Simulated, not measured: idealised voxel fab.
You're looking at the process module voxel plated lines.
cross-section cut | 175 nm wide | cells 5 nm
Format of a cross-section: grid, square cells. Given as bands. Order: top down. Band: one or more rows of cells.
The band entry comprises the height of the band's top followed by the height of its bottom, expressed in nm, and subsequently the band's materials from left to right, each stated together with its width in nm. Where a single material is marked with the word "all across", that material fills the band from edge to edge. The word "blank" represents empty space.
Heights from 0 (as-received wafer is one material below). Bottom band endless downward, as "0 nm and below".
You'd read "30..40" like this: the band's top row of cells is as wide as the first number, its bottom row is as wide as the second, and going down, every row changes width by the same amount as the row before did.
Take "nothing different" at face value: in the step it is given for, the cross-section changed in none of its cells.
Any empty space of 8 cells or more lacking an open way to the top shows up in "Entrapped voids" as width x height at distance, distance from the left edge, in nm.
The remark found on a step's line after its settings is issued by the simulator itself and pertains to that step.
For masked steps, "overlay nm" on the step line gives how far right of plan the mask actually lay; a minus sign means it lay to the left.

### Listed below are the process steps as planned
1,RECEIVE,material Si
2,CONFORMAL_DEP,material SiO2,thk nm 5
3,DIRECTIONAL_DEP,material TiN,thk nm 5
4,PATTERN,tone open,mask id LINES,material resist,width nm 20,pitch nm 40,thk nm 40,overlay nm 0
5,EPI,material Ru,thk nm 5
6,EPI,material Ru,thk nm 5
7,EPI,material Ru,thk nm 10
8,STRIP,etch materials resist
9,DIRECTIONAL_ETCH,etch materials TiN,depth nm 5
10,CONFORMAL_DEP,material SiN,thk nm 10

### First of the two wafers, run per plan

### Wafer cross-section on receipt, i.e. after step 1
    0 nm and below: Si all across
    Entrapped voids: none

### Step 2 complete: cross-section through the wafer
    5 nm to 0 nm: SiO2 all across
    Rest of section, below 0: as before.

### Step 3 complete: cross-section through the wafer
    10 nm to 5 nm: TiN all across
    Rest of section, below 5: as before.

### Step 4 complete: cross-section through the wafer
    50 nm to 10 nm: 35 nm resist, then 20 nm blank, then 20 nm resist, then 20 nm blank, then 20 nm resist, then 20 nm blank, then 40 nm resist
    Rest of section, below 10: as before.

### Step 5 complete: cross-section through the wafer
    50 nm to 15 nm: 35 nm resist, then 20 nm blank, then 20 nm resist, then 20 nm blank, then 20 nm resist, then 20 nm blank, then 40 nm resist
    15 nm to 10 nm: 35 nm resist, then 20 nm Ru, then 20 nm resist, then 20 nm Ru, then 20 nm resist, then 20 nm Ru, then 40 nm resist
    Rest of section, below 10: as before.

### Step 6 complete: cross-section through the wafer
    50 nm to 20 nm: 35 nm resist, then 20 nm blank, then 20 nm resist, then 20 nm blank, then 20 nm resist, then 20 nm blank, then 40 nm resist
    20 nm to 10 nm: 35 nm resist, then 20 nm Ru, then 20 nm resist, then 20 nm Ru, then 20 nm resist, then 20 nm Ru, then 40 nm resist
    Rest of section, below 10: as before.

### Step 7 complete: cross-section through the wafer
    50 nm to 30 nm: 35 nm resist, then 20 nm blank, then 20 nm resist, then 20 nm blank, then 20 nm resist, then 20 nm blank, then 40 nm resist
    30 nm to 10 nm: 35 nm resist, then 20 nm Ru, then 20 nm resist, then 20 nm Ru, then 20 nm resist, then 20 nm Ru, then 40 nm resist
    Rest of section, below 10: as before.

### Step 8 complete: cross-section through the wafer
    30 nm to 10 nm: 35 nm blank, then 20 nm Ru, then 20 nm blank, then 20 nm Ru, then 20 nm blank, then 20 nm Ru, then 40 nm blank
    Rest of section, below 10: as before.

### Step 9 complete: cross-section through the wafer
    30 nm to 10 nm: 35 nm blank, then 20 nm Ru, then 20 nm blank, then 20 nm Ru, then 20 nm blank, then 20 nm Ru, then 40 nm blank
    10 nm to 5 nm: 35 nm blank, then 20 nm TiN, then 20 nm blank, then 20 nm TiN, then 20 nm blank, then 20 nm TiN, then 40 nm blank
    Rest of section, below 5: as before.

### Step 10 complete: cross-section through the wafer
    40 nm to 30 nm: 25 nm blank, then 120 nm SiN, then 30 nm blank
    30 nm to 15 nm: 25 nm blank, then 10 nm SiN, then 20 nm Ru, then 20 nm SiN, then 20 nm Ru, then 20 nm SiN, then 20 nm Ru, then 10 nm SiN, then 30 nm blank
    15 nm to 10 nm: 35 nm SiN, then 20 nm Ru, then 20 nm SiN, then 20 nm Ru, then 20 nm SiN, then 20 nm Ru, then 40 nm SiN
    10 nm to 5 nm: 35 nm SiN, then 20 nm TiN, then 20 nm SiN, then 20 nm TiN, then 20 nm SiN, then 20 nm TiN, then 40 nm SiN
    Rest of section, below 5: as before.

### For the second wafer, take the first wafer's start and plan, then add one mistake made in running it; everything through step 2, that step included, is shared with the first

### Second wafer profile in section, at the moment step 3 of the plan was meant to be complete
    20 nm to 5 nm: TiN all across
    Rest of section, below 5: as before.

### Second wafer profile in section, at the moment step 4 of the plan was meant to be complete
    60 nm to 20 nm: 35 nm resist, then 20 nm blank, then 20 nm resist, then 20 nm blank, then 20 nm resist, then 20 nm blank, then 40 nm resist
    Rest of section, below 20: as before.

### Second wafer profile in section, at the moment step 5 of the plan was meant to be complete
    60 nm to 25 nm: 35 nm resist, then 20 nm blank, then 20 nm resist, then 20 nm blank, then 20 nm resist, then 20 nm blank, then 40 nm resist
    25 nm to 20 nm: 35 nm resist, then 20 nm Ru, then 20 nm resist, then 20 nm Ru, then 20 nm resist, then 20 nm Ru, then 40 nm resist
    Rest of section, below 20: as before.

### Second wafer profile in section, at the moment step 6 of the plan was meant to be complete
    60 nm to 30 nm: 35 nm resist, then 20 nm blank, then 20 nm resist, then 20 nm blank, then 20 nm resist, then 20 nm blank, then 40 nm resist
    30 nm to 20 nm: 35 nm resist, then 20 nm Ru, then 20 nm resist, then 20 nm Ru, then 20 nm resist, then 20 nm Ru, then 40 nm resist
    Rest of section, below 20: as before.

### Second wafer profile in section, at the moment step 7 of the plan was meant to be complete
    60 nm to 40 nm: 35 nm resist, then 20 nm blank, then 20 nm resist, then 20 nm blank, then 20 nm resist, then 20 nm blank, then 40 nm resist
    40 nm to 20 nm: 35 nm resist, then 20 nm Ru, then 20 nm resist, then 20 nm Ru, then 20 nm resist, then 20 nm Ru, then 40 nm resist
    Rest of section, below 20: as before.

### Second wafer profile in section, at the moment step 8 of the plan was meant to be complete
    40 nm to 20 nm: 35 nm blank, then 20 nm Ru, then 20 nm blank, then 20 nm Ru, then 20 nm blank, then 20 nm Ru, then 40 nm blank
    Rest of section, below 20: as before.

### Second wafer profile in section, at the moment step 9 of the plan was meant to be complete
    40 nm to 20 nm: 35 nm blank, then 20 nm Ru, then 20 nm blank, then 20 nm Ru, then 20 nm blank, then 20 nm Ru, then 40 nm blank
    20 nm to 15 nm: 35 nm blank, then 20 nm TiN, then 20 nm blank, then 20 nm TiN, then 20 nm blank, then 20 nm TiN, then 40 nm blank
    Rest of section, below 15: as before.

### Second wafer profile in section, at the moment step 10 of the plan was meant to be complete
    50 nm to 40 nm: 25 nm blank, then 120 nm SiN, then 30 nm blank
    40 nm to 25 nm: 25 nm blank, then 10 nm SiN, then 20 nm Ru, then 20 nm SiN, then 20 nm Ru, then 20 nm SiN, then 20 nm Ru, then 10 nm SiN, then 30 nm blank
    25 nm to 20 nm: 35 nm SiN, then 20 nm Ru, then 20 nm SiN, then 20 nm Ru, then 20 nm SiN, then 20 nm Ru, then 40 nm SiN
    20 nm to 15 nm: 35 nm SiN, then 20 nm TiN, then 20 nm SiN, then 20 nm TiN, then 20 nm SiN, then 20 nm TiN, then 40 nm SiN
    Rest of section, below 15: as before.
What broke from the plan during processing? step 3, actual vs plan mismatch, actual run DIRECTIONAL_DEP,material TiN,thk nm 15
Upon completion, the second wafer contains, in terms of cells, a greater or smaller amount of certain materials than the first wafer: 70 more of TiN
